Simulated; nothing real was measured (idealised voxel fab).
process module | voxel self aligned vias
cross-section cut | 215 nm wide | cells 5 nm
A cross-section is a grid of square cells, given in bands from the top down. A band is one or more rows of cells.
Each band's line starts with the height of the band's top and of its bottom, in nm. Then come its materials from left to right, each with its width in nm. One material with "throughout" fills the band from edge to edge. "air" is empty space.
Height 0 is the level under which the wafer as received is all one material. The lowest band goes on downwards, as in "0 down".
A width such as "30 to 40" changes by the same amount from each row of cells to the next, from the band's top row to its bottom row.
"no change" after a step means that no cell of the cross-section changed.
closed voids: empty space of 8 cells or more with no open way to the top, each as width x height at its distance from the left edge, in nm
after a step's settings: what the simulator itself notes on the step
overlay nm, on a step with a mask: how far to the right of its planned place the mask lay; to the left if negative
plan
1 op RECEIVE | material Si
2 op CONFORMAL_DEP | material SiO2 | thk nm 10
3 op CONFORMAL_DEP | material SiCN | thk nm 5
4 op DIRECTIONAL_DEP | material SiO2 | thk nm 20
5 op MASKED_ETCH | tone open | mask id LINES | width nm 20 | pitch nm 45 | etch materials SiO2 | depth nm 20 | overlay nm 0
6 op CONFORMAL_DEP | material TiN | thk nm 5
7 op FILL_DEP | material Ru | thk nm 10
8 op CMP | height nm 35
9 op SELECTIVE_ETCH | etch materials W Ru TiN | depth nm 5
10 op FILL_DEP | material SiN | thk nm 5
11 op CMP | height nm 35
12 op DIRECTIONAL_DEP | material SiO2 | thk nm 15
13 op DIRECTIONAL_DEP | material aC | thk nm 15
14 op PATTERN | tone open | mask id VIAS | material resist | width nm 30 | thk nm 35 | overlay nm 0
15 op DIRECTIONAL_ETCH | etch materials aC | depth nm 15
16 op STRIP | etch materials resist
17 op DIRECTIONAL_ETCH | etch materials SiO2 | depth nm 15
18 op DIRECTIONAL_ETCH | etch materials SiN | depth nm 5
19 op STRIP | etch materials aC
20 op CONFORMAL_DEP | material TiN | thk nm 5
21 op FILL_DEP | material W | thk nm 10
22 op CMP | height nm 50
23 op CONFORMAL_DEP | material SiN | thk nm 5
as received, after step 1
  0 down: Si throughout
  closed voids: none
first wafer at the end, as planned
  55 to 50: SiN throughout
  50 to 40: SiO2 70 | TiN 5 | W 20 | TiN 5 | SiO2 115
  40 to 35: SiO2 70 | TiN 10 | W 10 | TiN 10 | SiO2 115
  35 to 30: SiO2 75 | TiN 20 | SiO2 25 | SiN 20 | SiO2 75
  30 to 20: SiO2 75 | TiN 5 | Ru 10 | TiN 5 | SiO2 25 | TiN 5 | Ru 10 | TiN 5 | SiO2 75
  20 to 15: SiO2 75 | TiN 20 | SiO2 25 | TiN 20 | SiO2 75
  15 to 10: SiCN throughout
  10 to 0: SiO2 throughout
  0 down: Si throughout
  closed voids: none
second wafer at the end: like start, like plan, one mistake
  55 to 50: SiN throughout
  50 to 40: SiO2 60 | TiN 5 | W 20 | TiN 5 | SiO2 125
  40 to 35: SiO2 60 | TiN 20 | W 5 | TiN 5 | SiO2 125
  35 to 30: SiO2 75 | TiN 15 | SiN 5 | SiO2 25 | SiN 20 | SiO2 75
  30 to 20: SiO2 75 | TiN 5 | Ru 10 | TiN 5 | SiO2 25 | TiN 5 | Ru 10 | TiN 5 | SiO2 75
  20 to 15: SiO2 75 | TiN 20 | SiO2 25 | TiN 20 | SiO2 75
  15 to 10: SiCN throughout
  10 to 0: SiO2 throughout
  0 down: Si throughout
  closed voids: none
what went wrong: step 14 ran as: op PATTERN | tone open | mask id VIAS | material resist | width nm 30 | thk nm 35 | overlay nm -10
at the end the second wafer has, in cells: 1 more of SiN | 1 fewer of W
